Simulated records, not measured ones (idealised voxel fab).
Process module name: voxel gate over fins
Xsec cut, 240 nm wide, square cell size 5 nm.
Throughout this document, each cross-section is represented as a grid of square cells and is presented as a sequence of bands enumerated from the top downward, where a band comprises one or more rows of cells.
In this notation a band is specified by the heights of its top and bottom, in that order and in nm, after which its materials appear from left to right, each paired with its width in nm. The word "all across" attached to a single material means that material fills the band from edge to edge; the word "blank" stands for empty space.
Basically, 0 is our baseline, since under it the wafer straight out of the box is all one material. The bottom band has no lower end and keeps on going down, so it looks like "0 -> down".
Graded width ("30..40"): value in top row of band = first number; value in bottom row = second number; row-to-row change constant.
What does "remained unchanged" mean for a step? It means no cell of the cross-section changed in that step.
Enclosed voids (no open way to top), threshold 8 cells or more, entry "Enclosed internal cavities", notation width x height at distance, distance from left edge, nm.
Where a step's line continues beyond its settings, the continuation is a remark by the simulator itself on that step.
overlay nm, on a step with a mask: how far to the right of its planned place the mask lay; to the left if negative
# Here's what the planned process steps look like
1. RECEIVE: material Si
2. CONFORMAL_DEP: material SiN, thk nm 5
3. MASKED_ETCH: tone cover, mask id FINS, width nm 15, pitch nm 40, etch materials SiN, depth nm 5, overlay nm -15
4. MASKED_ETCH: tone cover, mask id FINS, width nm 15, pitch nm 40, etch materials Si, depth nm 40, overlay nm 0
5. FILL_DEP: material SiO2, thk nm 10
6. CMP: height nm 5
7. SELECTIVE_ETCH: etch materials SiO2, depth nm 20
8. STRIP: etch materials SiN
9. CONFORMAL_DEP: material HfO2, thk nm 5
10. CONFORMAL_DEP: material TiN, thk nm 5
11. CONFORMAL_DEP: material TiAl, thk nm 5
12. CONFORMAL_DEP: material TiN, thk nm 5
13. FILL_DEP: material W, thk nm 10
14. CMP: height nm 25
15. CONFORMAL_DEP: material SiN, thk nm 5
The wafers in this document start out alike and differ in the overlay nm applied at step 3; the plan shows the value used for the first wafer.
# As-received cross-section, first of several wafers, post step 1
* 0 -> down: Si all across
* Enclosed internal cavities: none
# Below, a row for every wafer. Read it as the end-of-module picture: for each material the wafer shows its cells gained (+) or lost (-) since it was received, and then its closed voids
overlay nm -15 | +72 HfO2 | -192 Si | +48 SiN | +120 SiO2 | +54 TiAl | +108 TiN | +78 W | Enclosed internal cavities: none
overlay nm -10 | +72 HfO2 | -224 Si | +48 SiN | +140 SiO2 | +54 TiAl | +117 TiN | +81 W | Enclosed internal cavities: none
overlay nm -5 | +72 HfO2 | -256 Si | +48 SiN | +160 SiO2 | +54 TiAl | +126 TiN | +84 W | Enclosed internal cavities: none
overlay nm 0 | +72 HfO2 | -288 Si | +48 SiN | +180 SiO2 | +63 TiAl | +126 TiN | +87 W | Enclosed internal cavities: none
overlay nm 5 | +72 HfO2 | -256 Si | +48 SiN | +160 SiO2 | +54 TiAl | +126 TiN | +84 W | Enclosed internal cavities: none
overlay nm 10 | +72 HfO2 | -224 Si | +48 SiN | +140 SiO2 | +54 TiAl | +117 TiN | +81 W | Enclosed internal cavities: none
overlay nm 15 | +72 HfO2 | -192 Si | +48 SiN | +120 SiO2 | +54 TiAl | +108 TiN | +78 W | Enclosed internal cavities: none
